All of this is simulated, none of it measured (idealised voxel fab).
Documented hereafter: the process module known as voxel self aligned contacts.
We display cut, a cross-section 300 nm in width whose square cells are each 5 nm.
Just so we're on the same page, the cross-sections are grids of square cells, and they're listed out in bands top to bottom, each band one or more rows deep.
The band entry comprises the height of the band's top followed by the height of its bottom, expressed in nm, and subsequently the band's materials from left to right, each stated together with its width in nm. Where a single material is marked with the word "edge to edge", that material fills the band from edge to edge. The word "air" represents empty space.
Below 0: as-received wafer, all one material; heights counted from there. Lowest band: no bottom, goes on down, written "from 0 down".
A two-number width, for instance "30->40", indicates that the width is equal to the first number in the top row of the band and to the second number in the bottom row, and that it changes by a constant amount per row of cells.
Step marked "stayed the same"? Then no cell in the cross-section changed in it.
"Fully enclosed voids" contains a list of empty spaces, each no smaller than 8 cells and without an open way to the top, written in the form width x height at distance with the distance from the left edge and all three in nm.
The remark found on a step's line after its settings is issued by the simulator itself and pertains to that step.
The setting "overlay nm" may be written on the line of a step. When the step uses a mask, the value reports how far to the right of the planned place the mask lay, and a negative value reports that it lay to the left.
The steps planned for the process are as follows:
| 1 | RECEIVE,material Si |
| 2 | OXIDIZE,depth nm 5 |
| 3 | DIRECTIONAL_DEP,material polySi,thk nm 30 |
| 4 | DIRECTIONAL_DEP,material SiN,thk nm 15 |
| 5 | MASKED_ETCH,tone cover,mask id GATE,width nm 35,pitch nm 65,etch materials SiN,depth nm 15,overlay nm 0 |
| 6 | MASKED_ETCH,tone cover,mask id GATE,width nm 35,pitch nm 65,etch materials polySi,depth nm 30,overlay nm 0 |
| 7 | CONFORMAL_DEP,material SiN,thk nm 5 |
| 8 | DIRECTIONAL_ETCH,etch materials SiN,depth nm 5 |
| 9 | FILL_DEP,material SiO2,thk nm 10 |
| 10 | CMP,height nm 50 |
| 11 | DIRECTIONAL_DEP,material aC,thk nm 10 |
| 12 | PATTERN,tone open,mask id CONTACT,material resist,width nm 40,thk nm 25,overlay nm 0 |
| 13 | DIRECTIONAL_ETCH,etch materials aC,depth nm 10 |
| 14 | STRIP,etch materials resist |
| 15 | DIRECTIONAL_ETCH,etch materials SiO2,depth nm 55 |
| 16 | STRIP,etch materials aC |
| 17 | CONFORMAL_DEP,material TiN,thk nm 5 |
| 18 | FILL_DEP,material W,thk nm 10 |
| 19 | CMP,height nm 50 |
| 20 | CONFORMAL_DEP,material SiN,thk nm 5 |
Cross-sectional view of the wafer in its as-received condition, corresponding to the state after step 1:
> from 0 down | Si edge to edge
> Fully enclosed voids: none
Wafer cross-section at end of module: start and plan as shown above, one execution error:
> from 55 to 50 | SiN edge to edge
> from 50 to 40 | SiO2 95 nm  SiN 45 nm  TiN 5 nm  W 10 nm  TiN 5 nm  SiN 45 nm  SiO2 95 nm
> from 40 to 15 | SiO2 95 nm  SiN 5 nm  polySi 35 nm  SiN 5 nm  TiN 5 nm  W 10 nm  TiN 5 nm  SiN 5 nm  polySi 35 nm  SiN 5 nm  SiO2 95 nm
> from 15 to 10 | SiO2 95 nm  SiN 5 nm  polySi 35 nm  SiN 5 nm  TiN 20 nm  SiN 5 nm  polySi 35 nm  SiN 5 nm  SiO2 95 nm
> from 10 to 0 | polySi edge to edge
> from 0 to -5 | SiO2 edge to edge
> from -5 down | Si edge to edge
> Fully enclosed voids: none
Nonconformance to the process plan: step 3 did not use the planned setting and instead ran as DIRECTIONAL_DEP,material polySi,thk nm 40
